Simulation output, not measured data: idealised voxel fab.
This is a process module. Its name is voxel capacitor over wiring.
This is section cut - it's 230 nm across, gridded in 5 nm square cells.
Square cells in a grid make up a cross-section in this document, and the grid is given as bands, listed from the top down, each one or more rows of cells. This entry defines a band. It first specifies the height of the band's top and the height of its bottom in nm, and then specifies the band's materials from left to right, stating each material with its width in nm. The word "all across" identifies a single material that fills the band from edge to edge, while the word "blank" identifies empty space. Zero point of the height axis is 0; under it, received wafer = one material. Lowest band: continues down indefinitely, "0 nm and below". The notation "30..40" denotes a width that varies across the rows of cells in the band, beginning at the first number in the top row, finishing at the second number in the bottom row, and changing by an identical amount from each row to the next. "no alterations made" for a step: no cell of the cross-section changed in that step. What "Enclosed internal voids" gives you is every empty space of 8 cells or more that is cut off from the top. Each appears as width x height at distance, with the distance taken from the left edge and width, height and distance all in nm. That trailing text on a step's line, after the settings, is the simulator's own remark on the step. overlay nm: right-of-plan distance of the mask on a masked step; negative values mean left-of-plan.

This section lists the process steps that were planned
1 RECEIVE (material Si)
2 CONFORMAL_DEP (material SiO2; thk nm 15)
3 DIRECTIONAL_DEP (material TiN; thk nm 5)
4 DIRECTIONAL_DEP (material Ru; thk nm 15)
5 PATTERN (tone cover; mask id METAL_1; material resist; width nm 25; pitch nm 80; thk nm 20; overlay nm 0)
6 DIRECTIONAL_ETCH (etch materials Ru; depth nm 15)
7 DIRECTIONAL_ETCH (etch materials TiN; depth nm 5)
8 STRIP (etch materials resist)
9 FILL_DEP (material lowk; thk nm 10)
10 CMP (height nm 35)
11 CONFORMAL_DEP (material SiCN; thk nm 5)
12 DIRECTIONAL_DEP (material lowk; thk nm 20)
13 DIRECTIONAL_DEP (material aC; thk nm 10)
14 PATTERN (tone open; mask id PLUG_1; material resist; width nm 15; thk nm 30; overlay nm 0)
15 DIRECTIONAL_ETCH (etch materials aC; depth nm 10)
16 STRIP (etch materials resist)
17 DIRECTIONAL_ETCH (etch materials lowk; depth nm 20)
18 DIRECTIONAL_ETCH (etch materials SiCN; depth nm 5)
19 STRIP (etch materials aC)
20 CONFORMAL_DEP (material TiN; thk nm 5)
21 FILL_DEP (material Ru; thk nm 5)
22 CMP (height nm 60)
23 DIRECTIONAL_DEP (material TiN; thk nm 10)
24 DIRECTIONAL_DEP (material Al2O3; thk nm 5)
25 DIRECTIONAL_DEP (material TiN; thk nm 5)
26 MASKED_ETCH (tone cover; mask id UPPER_PLATE; width nm 60; etch materials TiN; depth nm 5; overlay nm 0)
27 MASKED_ETCH (tone cover; mask id UPPER_PLATE; width nm 60; etch materials Al2O3; depth nm 5; overlay nm 0)
28 MASKED_ETCH (tone cover; mask id LOWER_PLATE; width nm 70; etch materials TiN; depth nm 10; overlay nm 0)
29 FILL_DEP (material SiO2; thk nm 15)
30 CMP (height nm 90)
31 DIRECTIONAL_DEP (material aC; thk nm 10)
32 PATTERN (tone open; mask id PLUG_2; material resist; width nm 15; thk nm 25; overlay nm 0)
33 DIRECTIONAL_ETCH (etch materials aC; depth nm 10)
34 STRIP (etch materials resist)
35 DIRECTIONAL_ETCH (etch materials SiO2; depth nm 10)
36 STRIP (etch materials aC)
37 CONFORMAL_DEP (material TiN; thk nm 5)
38 FILL_DEP (material Ru; thk nm 5)
39 CMP (height nm 90)
40 CONFORMAL_DEP (material SiCN; thk nm 5)

Step 1 complete: cross-section of the wafer as received
	0 nm and below: Si all across
	Enclosed internal voids: none

The plan above was carried out on the starting structure above with one mistake, and this cross-section shows the wafer at the end of the module
	95 nm to 90 nm: SiCN all across
	90 nm to 85 nm: SiO2=80 / TiN=5 / Ru=5 / TiN=5 / SiO2=135
	85 nm to 75 nm: SiO2=80..75 / TiN=15..50 / SiO2=135..105
	75 nm to 70 nm: SiO2=70 / Al2O3=60 / SiO2=100
	70 nm to 60 nm: SiO2=65 / TiN=70 / SiO2=95
	60 nm to 40 nm: lowk=70 / TiN=5 / Ru=5 / TiN=5 / lowk=145
	40 nm to 35 nm: SiCN=70 / TiN=15 / SiCN=145
	35 nm to 20 nm: lowk=60 / Ru=25 / lowk=55 / Ru=25 / lowk=65
	20 nm to 15 nm: lowk=60 / TiN=25 / lowk=55 / TiN=25 / lowk=65
	15 nm to 0 nm: SiO2 all across
	0 nm and below: Si all across
	Enclosed internal voids: none
Here's what went sideways: step 26 did not happen as planned, as run it was MASKED_ETCH (tone cover; mask id UPPER_PLATE; width nm 50; etch materials TiN; depth nm 5; overlay nm 0)
